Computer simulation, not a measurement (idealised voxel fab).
Process module, titled voxel released beams
We display cut, a cross-section 290 nm in width whose square cells are each 5 nm.
A cross-section in this document is a grid of square cells, and it is written down as bands, the top band listed before the ones below it; a band is made up of one or more rows of cells.
Per band: top height and bottom height in nm, followed by the left-to-right materials and their widths in nm; "throughout" marks a single material spanning edge to edge, "empty" marks empty space.
Height reference: 0 = level under which incoming wafer is all one material. Lowest band: no bottom, runs on downward, e.g. "0 -> down".
It should be noted that a width expressed as "30..40" varies in equal increments from row to row of cells within the band, taking the value of the first number at the top row and that of the second number at the bottom row.
Step marked "remained unchanged"? Then no cell in the cross-section changed in it.
"Tabulated closed voids": sealed empty spaces, 8 cells or more, no open way to top, listed width x height at distance, with distance from the left edge and width, height and distance in nm.
It should be noted that, on the line of a given step, the content following the step's settings is a remark produced by the simulator itself with respect to that step.
Among the settings permitted on a step's line is "overlay nm"; applied to a step with a mask, it specifies the extent to which the mask lay to the right of its planned position, whereas a negative figure signifies a position to the left.

Planned step list for the process
step 1: op RECEIVE | material Si
step 2: op CONFORMAL_DEP | material SiN | thk nm 5
step 3: op DIRECTIONAL_DEP | material SiO2 | thk nm 10
step 4: op DIRECTIONAL_DEP | material aC | thk nm 10
step 5: op PATTERN | tone open | mask id ANCHOR | material resist | width nm 40 | thk nm 25 | overlay nm 0
step 6: op DIRECTIONAL_ETCH | etch materials aC | depth nm 10
step 7: op STRIP | etch materials resist
step 8: op DIRECTIONAL_ETCH | etch materials SiO2 | depth nm 10
step 9: op STRIP | etch materials aC
step 10: op CONFORMAL_DEP | material W | thk nm 15
step 11: op MASKED_ETCH | tone cover | mask id BEAM | width nm 120 | etch materials W | depth nm 15 | overlay nm 0
step 12: op STRIP | etch materials SiO2
The value of thk nm given for step 2 in the plan refers to the first wafer; the wafers vary in this setting and are alike at the start.

Received wafers, first of several: cross-section after step 1
    0 -> down  Si throughout
    Tabulated closed voids: none

The figure below presents a cross-section of the first of several wafers at the conclusion of the module, following its last step, step 12
    30 -> 20  empty=80 | W=20 | empty=10 | W=90 | empty=90
    20 -> 15  empty=80 | W=120 | empty=90
    15 -> 5  empty=85 | W=40 | empty=165
    5 -> 0  SiN throughout
    0 -> down  Si throughout
    Tabulated closed voids: none

Here we cross-sectioned the last of the wafers once the module was done
    45 -> 35  empty=80 | W=20 | empty=10 | W=90 | empty=90
    35 -> 30  empty=80 | W=120 | empty=90
    30 -> 20  empty=85 | W=40 | empty=165
    20 -> 0  SiN throughout
    0 -> down  Si throughout
    Tabulated closed voids: none

Heads up, this table goes wafer by wafer. A row tells you, at the end of the module, how many cells of each material that wafer has put on (+) or dropped (-) since it was received, and then its closed voids
thk nm 5; +58 SiN; +84 W; Tabulated closed voids: none
thk nm 10; +116 SiN; +84 W; Tabulated closed voids: none
thk nm 15; +174 SiN; +84 W; Tabulated closed voids: none
thk nm 20; +232 SiN; +84 W; Tabulated closed voids: none
